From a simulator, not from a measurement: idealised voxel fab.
The document below concerns the process module designated voxel spacer lines.
The cross-section on display is named cut; it measures 175 nm wide, and its cells are 5 nm squares.
Square cells in a grid make up a cross-section in this document, and the grid is given as bands, listed from the top down, each one or more rows of cells.
Band entry format. Leading values: height of top, height of bottom, nm. Remainder: materials in left-to-right order, each with its width in nm. Special words: "edge to edge" on a single material, which then fills the band edge to edge; "air", empty space.
For the purposes of this specification, 0 denotes the height below which the wafer in its as-received condition is composed wholly of one material, and the lowermost band, lacking a lower limit, extends downward without end, as expressed in "from 0 down".
So if you see something like "30->40" for the width, read it as the top row of the band sitting at the first number and the bottom row at the second, with every row in between moving by the same amount as the last.
For the purposes of this document, the phrase "all unchanged" attached to a step denotes that no cell within the cross-section was modified by that step.
Listed in "Sealed internal voids": every empty space of 8 or more cells without an open way to the top. Form: width x height at distance, the distance being from the left edge, all in nm.
That trailing text on a step's line, after the settings, is the simulator's own remark on the step.
For masked steps, "overlay nm" on the step line gives how far right of plan the mask actually lay; a minus sign means it lay to the left.

[plan]
1. RECEIVE (material Si)
2. CONFORMAL_DEP (material Al2O3; thk nm 5)
3. DIRECTIONAL_DEP (material polySi; thk nm 20)
4. DIRECTIONAL_DEP (material aC; thk nm 30)
5. PATTERN (tone cover; mask id MANDREL; material resist; width nm 20; pitch nm 60; thk nm 40; overlay nm 0)
6. DIRECTIONAL_ETCH (etch materials aC; depth nm 30)
7. STRIP (etch materials resist)
8. CONFORMAL_DEP (material SiN; thk nm 10)
9. DIRECTIONAL_ETCH (etch materials SiN; depth nm 10)
10. STRIP (etch materials aC)
11. DIRECTIONAL_ETCH (etch materials polySi; depth nm 20)
12. STRIP (etch materials SiN)
13. FILL_DEP (material SiO2; thk nm 5)
14. CMP (height nm 30)
varied across the wafers: thk nm of step 2. The plan shows the first wafer's value. All wafers start alike

[As-received state after step 1, first of several wafers, cross-section]
* from 0 down: Si edge to edge
* Sealed internal voids: none

[wafer rows; end of module; cells per material since receipt: (+) gained, (-) lost; then closed voids]
thk nm 5; +35 Al2O3; +143 SiO2; +32 polySi; Sealed internal voids: none
thk nm 10; +70 Al2O3; +108 SiO2; +32 polySi; Sealed internal voids: none
thk nm 15; +105 Al2O3; +81 SiO2; +24 polySi; Sealed internal voids: none
thk nm 20; +140 Al2O3; +54 SiO2; +16 polySi; Sealed internal voids: none
thk nm 25; +175 Al2O3; +27 SiO2; +8 polySi; Sealed internal voids: none
